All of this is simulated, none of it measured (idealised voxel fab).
The document below concerns the process module designated voxel quadruple lines.
Xsec cut, 245 nm wide, square cell size 5 nm.
Bands, listed from the top down, are how a cross-section gets written in this document; the cross-section itself is a grid of square cells, and a band is one or more rows of them.
It is stipulated that each band's entry specify, in nanometres, the height of the top of the band and then that of its bottom, followed by the materials of the band in left-to-right sequence, each together with its width in nanometres. A single material marked by the word "throughout" is understood to fill the band from edge to edge; the word "empty" is understood to denote empty space.
It should be noted that heights are counted from 0, beneath which the wafer as supplied is of one material throughout, and that the lowest band possesses no lower boundary but continues downward, as written in "z 0 and below".
With a width like "30->40", each row of cells in the band differs from the next by the same amount, the top row carrying the first number and the bottom row the second.
The designation "remained the same", where it is given for a processing step, indicates that no cell of the cross-section was altered in the course of that step.
Listed in "Catalogued sealed voids": every empty space of 8 or more cells without an open way to the top. Form: width x height at distance, the distance being from the left edge, all in nm.
Whatever follows a step's settings on its line is a remark the simulator itself makes about that step.
A step's line can hold "overlay nm"; with a mask on that step, the setting says how far right of the planned place the mask lay, while a negative setting says it lay to the left.
THE PROCESS STEPS THAT WERE PLANNED ARE LISTED BELOW
1) RECEIVE with material Si
2) CONFORMAL_DEP with material Al2O3, thk nm 5
3) DIRECTIONAL_DEP with material Ru, thk nm 10
4) DIRECTIONAL_DEP with material polySi, thk nm 15
5) DIRECTIONAL_DEP with material aC, thk nm 25
6) PATTERN with tone cover, mask id MANDREL, material resist, width nm 35, pitch nm 100, thk nm 30, overlay nm 0
7) DIRECTIONAL_ETCH with etch materials aC, depth nm 25
8) STRIP with etch materials resist
9) CONFORMAL_DEP with material SiO2, thk nm 15
10) DIRECTIONAL_ETCH with etch materials SiO2, depth nm 15
11) STRIP with etch materials aC
12) DIRECTIONAL_ETCH with etch materials polySi, depth nm 15
13) STRIP with etch materials SiO2
14) CONFORMAL_DEP with material SiN, thk nm 10
15) DIRECTIONAL_ETCH with etch materials SiN, depth nm 10
16) STRIP with etch materials polySi
17) DIRECTIONAL_ETCH with etch materials Ru, depth nm 10
18) STRIP with etch materials SiN
19) FILL_DEP with material SiO2, thk nm 5
20) CMP with height nm 15
AS RECEIVED (POST STEP 1): CROSS-SECTION
	z 0 and below | Si throughout
	Catalogued sealed voids: none
THE MODULE WAS RUN FROM THE START SHOWN ABOVE USING THE PLAN SHOWN ABOVE, BUT ONE MISTAKE WAS MADE DOING IT; THE RESULTING WAFER CROSS-SECTION IS BELOW
	z 15 to 5 | SiO2 (45) / Ru (10) / SiO2 (15) / Ru (5) / SiO2 (15) / Ru (10) / SiO2 (45) / Ru (10) / SiO2 (15) / Ru (5) / SiO2 (15) / Ru (10) / SiO2 (45)
	z 5 to 0 | Al2O3 throughout
	z 0 and below | Si throughout
	Catalogued sealed voids: none
What broke from the plan during processing? rather than as planned, step 6 actually ran as PATTERN with tone open, mask id MANDREL, material resist, width nm 35, pitch nm 100, thk nm 30, overlay nm 0
